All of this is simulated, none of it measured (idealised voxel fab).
process module | voxel tone inversion
cross-section cut | 290 nm wide | cells 5 nm
A cross-section is a grid of square cells, given in bands from the top down. A band is one or more rows of cells.
Each band's line starts with the height of the band's top and of its bottom, in nm. Then come its materials from left to right, each with its width in nm. One material with "throughout" fills the band from edge to edge. "air" is empty space.
Height 0 is the level under which the wafer as received is all one material. The lowest band goes on downwards, as in "0 down".
A width such as "30 to 40" changes by the same amount from each row of cells to the next, from the band's top row to its bottom row.
"no change" after a step means that no cell of the cross-section changed.
closed voids: empty space of 8 cells or more with no open way to the top, each as width x height at its distance from the left edge, in nm
after a step's settings: what the simulator itself notes on the step
overlay nm, on a step with a mask: how far to the right of its planned place the mask lay; to the left if negative
plan
1 op RECEIVE | material Si
2 op CONFORMAL_DEP | material SiCN | thk nm 10
3 op DIRECTIONAL_DEP | material aC | thk nm 25
4 op PATTERN | tone cover | mask id POSTS | material resist | width nm 20 | pitch nm 35 | thk nm 30 | overlay nm 0
5 op DIRECTIONAL_ETCH | etch materials aC | depth nm 25
6 op STRIP | etch materials resist
7 op FILL_DEP | material SiO2 | thk nm 10
8 op CMP | height nm 35
9 op STRIP | etch materials aC
10 op CONFORMAL_DEP | material TiN | thk nm 5
11 op FILL_DEP | material Cu | thk nm 5
12 op CMP | height nm 35
13 op CONFORMAL_DEP | material SiN | thk nm 5
first wafer, as planned
as received, after step 1
  0 down: Si throughout
  closed voids: none
after step 2
  10 to 0: SiCN throughout
  below 0: unchanged
after step 3
  35 to 10: aC throughout
  below 10: unchanged
after step 4
  65 to 35: air 100 | resist 20 | air 15 | resist 20 | air 15 | resist 20 | air 100
  below 35: unchanged
after step 5
  40 to 35: air 100 | resist 20 | air 15 | resist 20 | air 15 | resist 20 | air 100
  35 to 10: air 100 | aC 20 | air 15 | aC 20 | air 15 | aC 20 | air 100
  below 10: unchanged
after step 6
  35 to 10: air 100 | aC 20 | air 15 | aC 20 | air 15 | aC 20 | air 100
  below 10: unchanged
after step 7
  45 to 35: SiO2 throughout
  35 to 10: SiO2 100 | aC 20 | SiO2 15 | aC 20 | SiO2 15 | aC 20 | SiO2 100
  below 10: unchanged
after step 8
  35 to 10: SiO2 100 | aC 20 | SiO2 15 | aC 20 | SiO2 15 | aC 20 | SiO2 100
  below 10: unchanged
after step 9
  35 to 10: SiO2 100 | air 20 | SiO2 15 | air 20 | SiO2 15 | air 20 | SiO2 100
  below 10: unchanged
after step 10
  40 to 35: TiN 105 | air 10 | TiN 25 | air 10 | TiN 25 | air 10 | TiN 105
  35 to 15: SiO2 100 | TiN 5 | air 10 | TiN 5 | SiO2 15 | TiN 5 | air 10 | TiN 5 | SiO2 15 | TiN 5 | air 10 | TiN 5 | SiO2 100
  15 to 10: SiO2 100 | TiN 20 | SiO2 15 | TiN 20 | SiO2 15 | TiN 20 | SiO2 100
  below 10: unchanged
after step 11
  45 to 40: Cu throughout
  40 to 35: TiN 105 | Cu 10 | TiN 25 | Cu 10 | TiN 25 | Cu 10 | TiN 105
  35 to 15: SiO2 100 | TiN 5 | Cu 10 | TiN 5 | SiO2 15 | TiN 5 | Cu 10 | TiN 5 | SiO2 15 | TiN 5 | Cu 10 | TiN 5 | SiO2 100
  below 15: unchanged
after step 12
  35 to 15: SiO2 100 | TiN 5 | Cu 10 | TiN 5 | SiO2 15 | TiN 5 | Cu 10 | TiN 5 | SiO2 15 | TiN 5 | Cu 10 | TiN 5 | SiO2 100
  below 15: unchanged
after step 13
  40 to 35: SiN throughout
  below 35: unchanged
second wafer: like start, like plan, one mistake. Through step 11 it matches the first wafer
when step 12 should have ended
  35 to 15: SiO2 100 | TiN 5 | Cu 10 | TiN 5 | SiO2 15 | TiN 5 | Cu 10 | TiN 5 | SiO2 15 | TiN 5 | Cu 10 | TiN 5 | SiO2 100
  below 15: unchanged
when step 13 should have ended
  40 to 35: SiN throughout
  below 35: unchanged
what went wrong: step 12 was run twice
at the end the two cross-sections are the same: no effect in what this model computes
